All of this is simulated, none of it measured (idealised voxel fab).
The process module presented herein is designated voxel self aligned vias.
Pictured: cross-section cut, 235 nm wide, on a grid of 5 nm square cells.
We lay out every cross-section as a grid of square cells and spell it out in bands from the top down, where one band means one or more rows of cells.
For a band, the entry starts with two heights in nm, that of the top and then that of the bottom, and carries on with the band's materials in order from left to right, each alongside its width in nm; the word "throughout" beside a single material means it fills the band edge to edge, and "empty" means empty space.
Convention: height 0 is the level below which the wafer, as received, is all one material. The lowest band does not terminate at the bottom but continues downward, represented as "top 0, no bottom".
So if you see something like "30->40" for the width, read it as the top row of the band sitting at the first number and the bottom row at the second, with every row in between moving by the same amount as the last.
No cell of the cross-section changed in a step that is given as "no alterations made".
"Closed void roster" contains a list of empty spaces, each no smaller than 8 cells and without an open way to the top, written in the form width x height at distance with the distance from the left edge and all three in nm.
Heads up: the bit after the settings on a step's line is the simulator's remark on that step.
The optional step-line setting "overlay nm" applies to steps with a mask and quantifies how far to the right of its planned location the mask lay, a negative value indicating leftward placement.

Here's what the planned process steps look like
1. RECEIVE, material Si
2. CONFORMAL_DEP, material SiO2, thk nm 15
3. CONFORMAL_DEP, material SiCN, thk nm 5
4. DIRECTIONAL_DEP, material SiO2, thk nm 30
5. MASKED_ETCH, tone open, mask id LINES, width nm 30, pitch nm 65, etch materials SiO2, depth nm 30, overlay nm 0
6. CONFORMAL_DEP, material TiN, thk nm 5
7. FILL_DEP, material Ru, thk nm 10
8. CMP, height nm 50
9. SELECTIVE_ETCH, etch materials W Ru TiN, depth nm 5
10. FILL_DEP, material SiN, thk nm 5
11. CMP, height nm 50
12. DIRECTIONAL_DEP, material SiO2, thk nm 20
13. DIRECTIONAL_DEP, material aC, thk nm 10
14. PATTERN, tone open, mask id VIAS, material resist, width nm 40, pitch nm 65, thk nm 25, overlay nm 0
15. DIRECTIONAL_ETCH, etch materials aC, depth nm 10
16. STRIP, etch materials resist
17. DIRECTIONAL_ETCH, etch materials SiO2, depth nm 20
18. DIRECTIONAL_ETCH, etch materials SiN, depth nm 5
19. STRIP, etch materials aC
20. CONFORMAL_DEP, material TiN, thk nm 5
21. FILL_DEP, material W, thk nm 5
22. CMP, height nm 70
23. CONFORMAL_DEP, material SiN, thk nm 5

First of the two wafers, run per plan

As received (post step 1): cross-section
* top 0, no bottom | Si throughout
* Closed void roster: none

Cross-section of the wafer subsequent to step 2
* top 15, bottom 0 | SiO2 throughout
* Everything below 0 is unchanged.

Cross-section of the wafer subsequent to step 3
* top 20, bottom 15 | SiCN throughout
* Everything below 15 is unchanged.

Cross-section of the wafer subsequent to step 4
* top 50, bottom 20 | SiO2 throughout
* Everything below 20 is unchanged.

Cross-section of the wafer subsequent to step 5
* top 50, bottom 20 | SiO2=70 | empty=30 | SiO2=35 | empty=30 | SiO2=70
* Everything below 20 is unchanged.

Cross-section of the wafer subsequent to step 6
* top 55, bottom 50 | TiN=75 | empty=20 | TiN=45 | empty=20 | TiN=75
* top 50, bottom 25 | SiO2=70 | TiN=5 | empty=20 | TiN=5 | SiO2=35 | TiN=5 | empty=20 | TiN=5 | SiO2=70
* top 25, bottom 20 | SiO2=70 | TiN=30 | SiO2=35 | TiN=30 | SiO2=70
* Everything below 20 is unchanged.

Cross-section of the wafer subsequent to step 7
* top 65, bottom 55 | Ru throughout
* top 55, bottom 50 | TiN=75 | Ru=20 | TiN=45 | Ru=20 | TiN=75
* top 50, bottom 25 | SiO2=70 | TiN=5 | Ru=20 | TiN=5 | SiO2=35 | TiN=5 | Ru=20 | TiN=5 | SiO2=70
* Everything below 25 is unchanged.

Cross-section of the wafer subsequent to step 8
* top 50, bottom 25 | SiO2=70 | TiN=5 | Ru=20 | TiN=5 | SiO2=35 | TiN=5 | Ru=20 | TiN=5 | SiO2=70
* Everything below 25 is unchanged.

Cross-section of the wafer subsequent to step 9
* top 50, bottom 45 | SiO2=70 | empty=30 | SiO2=35 | empty=30 | SiO2=70
* Everything below 45 is unchanged.

Cross-section of the wafer subsequent to step 10
* top 55, bottom 50 | SiN throughout
* top 50, bottom 45 | SiO2=70 | SiN=30 | SiO2=35 | SiN=30 | SiO2=70
* Everything below 45 is unchanged.

Cross-section of the wafer subsequent to step 11
* top 50, bottom 45 | SiO2=70 | SiN=30 | SiO2=35 | SiN=30 | SiO2=70
* Everything below 45 is unchanged.

Cross-section of the wafer subsequent to step 12
* top 70, bottom 50 | SiO2 throughout
* Everything below 50 is unchanged.

Cross-section of the wafer subsequent to step 13
* top 80, bottom 70 | aC throughout
* Everything below 70 is unchanged.

Cross-section of the wafer subsequent to step 14
* top 105, bottom 80 | resist=65 | empty=40 | resist=25 | empty=40 | resist=65
* Everything below 80 is unchanged.

Cross-section of the wafer subsequent to step 15
* top 95, bottom 80 | resist=65 | empty=40 | resist=25 | empty=40 | resist=65
* top 80, bottom 70 | aC=65 | empty=40 | aC=25 | empty=40 | aC=65
* Everything below 70 is unchanged.

Cross-section of the wafer subsequent to step 16
* top 80, bottom 70 | aC=65 | empty=40 | aC=25 | empty=40 | aC=65
* Everything below 70 is unchanged.

Cross-section of the wafer subsequent to step 17
* top 80, bottom 70 | aC=65 | empty=40 | aC=25 | empty=40 | aC=65
* top 70, bottom 50 | SiO2=65 | empty=40 | SiO2=25 | empty=40 | SiO2=65
* Everything below 50 is unchanged.

Cross-section of the wafer subsequent to step 18
* top 80, bottom 70 | aC=65 | empty=40 | aC=25 | empty=40 | aC=65
* top 70, bottom 50 | SiO2=65 | empty=40 | SiO2=25 | empty=40 | SiO2=65
* top 50, bottom 45 | SiO2=70 | empty=30 | SiO2=35 | empty=30 | SiO2=70
* Everything below 45 is unchanged.

Cross-section of the wafer subsequent to step 19
* top 70, bottom 50 | SiO2=65 | empty=40 | SiO2=25 | empty=40 | SiO2=65
* Everything below 50 is unchanged.

Cross-section of the wafer subsequent to step 20
* top 75, bottom 70 | TiN=70 | empty=30 | TiN=35 | empty=30 | TiN=70
* top 70, bottom 55 | SiO2=65 | TiN=5 | empty=30 | TiN=5 | SiO2=25 | TiN=5 | empty=30 | TiN=5 | SiO2=65
* top 55, bottom 50 | SiO2=65 | TiN=10 | empty=20 | TiN=10 | SiO2=25 | TiN=10 | empty=20 | TiN=10 | SiO2=65
* top 50, bottom 45 | SiO2=70 | TiN=30 | SiO2=35 | TiN=30 | SiO2=70
* Everything below 45 is unchanged.

Cross-section of the wafer subsequent to step 21
* top 80, bottom 75 | W throughout
* top 75, bottom 70 | TiN=70 | W=30 | TiN=35 | W=30 | TiN=70
* top 70, bottom 55 | SiO2=65 | TiN=5 | W=30 | TiN=5 | SiO2=25 | TiN=5 | W=30 | TiN=5 | SiO2=65
* top 55, bottom 50 | SiO2=65 | TiN=10 | W=20 | TiN=10 | SiO2=25 | TiN=10 | W=20 | TiN=10 | SiO2=65
* Everything below 50 is unchanged.

Cross-section of the wafer subsequent to step 22
* top 70, bottom 55 | SiO2=65 | TiN=5 | W=30 | TiN=5 | SiO2=25 | TiN=5 | W=30 | TiN=5 | SiO2=65
* Everything below 55 is unchanged.

Cross-section of the wafer subsequent to step 23
* top 75, bottom 70 | SiN throughout
* Everything below 70 is unchanged.

The second wafer was prepared from the same starting point and under the same plan as the first; its processing contained one mistake, and it remains indistinguishable from the first wafer up to and including step 13

At the planned end of step 14, the second wafer in cross-section
* top 105, bottom 80 | resist=70 | empty=40 | resist=25 | empty=40 | resist=60
* Everything below 80 is unchanged.

At the planned end of step 15, the second wafer in cross-section
* top 95, bottom 80 | resist=70 | empty=40 | resist=25 | empty=40 | resist=60
* top 80, bottom 70 | aC=70 | empty=40 | aC=25 | empty=40 | aC=60
* Everything below 70 is unchanged.

At the planned end of step 16, the second wafer in cross-section
* top 80, bottom 70 | aC=70 | empty=40 | aC=25 | empty=40 | aC=60
* Everything below 70 is unchanged.

At the planned end of step 17, the second wafer in cross-section
* top 80, bottom 70 | aC=70 | empty=40 | aC=25 | empty=40 | aC=60
* top 70, bottom 50 | SiO2=70 | empty=40 | SiO2=25 | empty=40 | SiO2=60
* Everything below 50 is unchanged.

At the planned end of step 18, the second wafer in cross-section
* top 80, bottom 70 | aC=70 | empty=40 | aC=25 | empty=40 | aC=60
* top 70, bottom 50 | SiO2=70 | empty=40 | SiO2=25 | empty=40 | SiO2=60
* top 50, bottom 45 | SiO2=70 | empty=30 | SiO2=35 | empty=30 | SiO2=70
* Everything below 45 is unchanged.

At the planned end of step 19, the second wafer in cross-section
* top 70, bottom 50 | SiO2=70 | empty=40 | SiO2=25 | empty=40 | SiO2=60
* Everything below 50 is unchanged.

At the planned end of step 20, the second wafer in cross-section
* top 75, bottom 70 | TiN=75 | empty=30 | TiN=35 | empty=30 | TiN=65
* top 70, bottom 55 | SiO2=70 | TiN=5 | empty=30 | TiN=5 | SiO2=25 | TiN=5 | empty=30 | TiN=5 | SiO2=60
* top 55, bottom 50 | SiO2=70 | TiN=5 | empty=20 | TiN=15 | SiO2=25 | TiN=5 | empty=20 | TiN=15 | SiO2=60
* top 50, bottom 45 | SiO2=70 | TiN=30 | SiO2=35 | TiN=30 | SiO2=70
* Everything below 45 is unchanged.

At the planned end of step 21, the second wafer in cross-section
* top 80, bottom 75 | W throughout
* top 75, bottom 70 | TiN=75 | W=30 | TiN=35 | W=30 | TiN=65
* top 70, bottom 55 | SiO2=70 | TiN=5 | W=30 | TiN=5 | SiO2=25 | TiN=5 | W=30 | TiN=5 | SiO2=60
* top 55, bottom 50 | SiO2=70 | TiN=5 | W=20 | TiN=15 | SiO2=25 | TiN=5 | W=20 | TiN=15 | SiO2=60
* Everything below 50 is unchanged.

At the planned end of step 22, the second wafer in cross-section
* top 70, bottom 55 | SiO2=70 | TiN=5 | W=30 | TiN=5 | SiO2=25 | TiN=5 | W=30 | TiN=5 | SiO2=60
* Everything below 55 is unchanged.

At the planned end of step 23, the second wafer in cross-section
* top 75, bottom 70 | SiN throughout
* Everything below 70 is unchanged.
Plan not followed: not per plan at step 14, really ran PATTERN, tone open, mask id VIAS, material resist, width nm 40, pitch nm 65, thk nm 25, overlay nm 5
By the end, you'd get the same cell count for each material on either wafer, but the second wafer puts them somewhere else.
